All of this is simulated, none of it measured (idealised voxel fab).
Presented below is a process module, voxel gate over fins.
230 nm wide, 5 nm square cells: that's cross-section cut.
Format of a cross-section: grid, square cells. Given as bands. Order: top down. Band: one or more rows of cells. A band entry consists of two parts. The first gives the height of the band's top and the height of its bottom, in nm. The rest lists the band's materials from left to right, each with its width in nm. A single material labelled with the word "edge to edge" fills the band from edge to edge, and the word "blank" marks empty space. Height reference: 0 = level under which incoming wafer is all one material. Lowest band: no bottom, runs on downward, e.g. "0 down". Width spec "30 to 40" -> top row of cells at first value, bottom row at second value, equal per-row change in between. Where a step carries "remained the same", the cross-section came out of it unchanged, cell for cell. The entry titled "Closed empty spaces" provides the empty spaces that have no open way to the top, restricted to those of 8 cells or more. Each is presented as width x height at distance, the distance being measured from the left edge, with all three in nm. Heads up: the bit after the settings on a step's line is the simulator's remark on that step. What "overlay nm" on a step's line means: if the step has a mask, that mask lay this far to the right of its planned place, or, when the value is negative, to the left.
Planned process steps:
1 RECEIVE (material Si)
2 CONFORMAL_DEP (material SiN; thk nm 10)
3 PATTERN (tone cover; mask id FINS; material resist; width nm 15; pitch nm 50; thk nm 15; overlay nm 0)
4 DIRECTIONAL_ETCH (etch materials SiN; depth nm 10)
5 DIRECTIONAL_ETCH (etch materials Si; depth nm 35)
6 STRIP (etch materials resist)
7 OXIDIZE (depth nm 5)
8 FILL_DEP (material SiO2; thk nm 5)
9 CMP (height nm 10)
10 DIRECTIONAL_DEP (material aC; thk nm 10)
11 PATTERN (tone open; mask id RAIL; material resist; width nm 15; thk nm 30; overlay nm 0)
12 DIRECTIONAL_ETCH (etch materials aC; depth nm 10)
13 STRIP (etch materials resist)
14 DIRECTIONAL_ETCH (etch materials SiO2; depth nm 40)
15 STRIP (etch materials aC)
16 CONFORMAL_DEP (material TiN; thk nm 5)
17 FILL_DEP (material W; thk nm 10)
18 CMP (height nm 10)
19 SELECTIVE_ETCH (etch materials W Ru TiN; depth nm 25)
20 FILL_DEP (material SiO2; thk nm 5)
21 CMP (height nm 10)
22 SELECTIVE_ETCH (etch materials SiO2; depth nm 20)
23 STRIP (etch materials SiN)
24 CONFORMAL_DEP (material HfO2; thk nm 5)
25 CONFORMAL_DEP (material TiN; thk nm 5)
26 CONFORMAL_DEP (material TiAl; thk nm 5)
27 CONFORMAL_DEP (material TiN; thk nm 5)
28 FILL_DEP (material W; thk nm 15)
29 CMP (height nm 30)
30 CONFORMAL_DEP (material SiCN; thk nm 5)
As-received state of the wafer in cross-section, equivalent to post-step 1:
0 down  Si edge to edge
Closed empty spaces: none
The plan above was carried out on the starting structure above with one mistake, and this cross-section shows the wafer at the end of the module:
35 to 30  SiCN edge to edge
30 to 15  W edge to edge
15 to 5  45 nm W  35 nm TiN  15 nm W  35 nm TiN  15 nm W  35 nm TiN  50 nm W
5 to 0  55 nm TiN  15 nm HfO2  35 nm TiN  15 nm HfO2  35 nm TiN  15 nm HfO2  60 nm TiN
0 to -5  55 nm TiN  5 nm HfO2  5 nm Si  5 nm HfO2  35 nm TiN  5 nm HfO2  5 nm Si  5 nm HfO2  35 nm TiN  5 nm HfO2  5 nm Si  5 nm HfO2  60 nm TiN
-5 to -10  60 nm HfO2  5 nm Si  45 nm HfO2  5 nm Si  45 nm HfO2  5 nm Si  65 nm HfO2
-10 to -15  60 nm SiO2  5 nm Si  45 nm SiO2  5 nm Si  45 nm SiO2  5 nm Si  65 nm SiO2
-15 to -25  60 nm SiO2  5 nm Si  15 nm SiO2  5 nm TiN  5 nm W  5 nm TiN  15 nm SiO2  5 nm Si  45 nm SiO2  5 nm Si  65 nm SiO2
-25 to -30  60 nm SiO2  5 nm Si  15 nm SiO2  15 nm TiN  15 nm SiO2  5 nm Si  45 nm SiO2  5 nm Si  65 nm SiO2
-30 to -40  60 nm SiO2  5 nm Si  45 nm SiO2  5 nm Si  45 nm SiO2  5 nm Si  65 nm SiO2
-40 down  Si edge to edge
Closed empty spaces: none
Misprocessing identified: plan step 26: skipped, not run
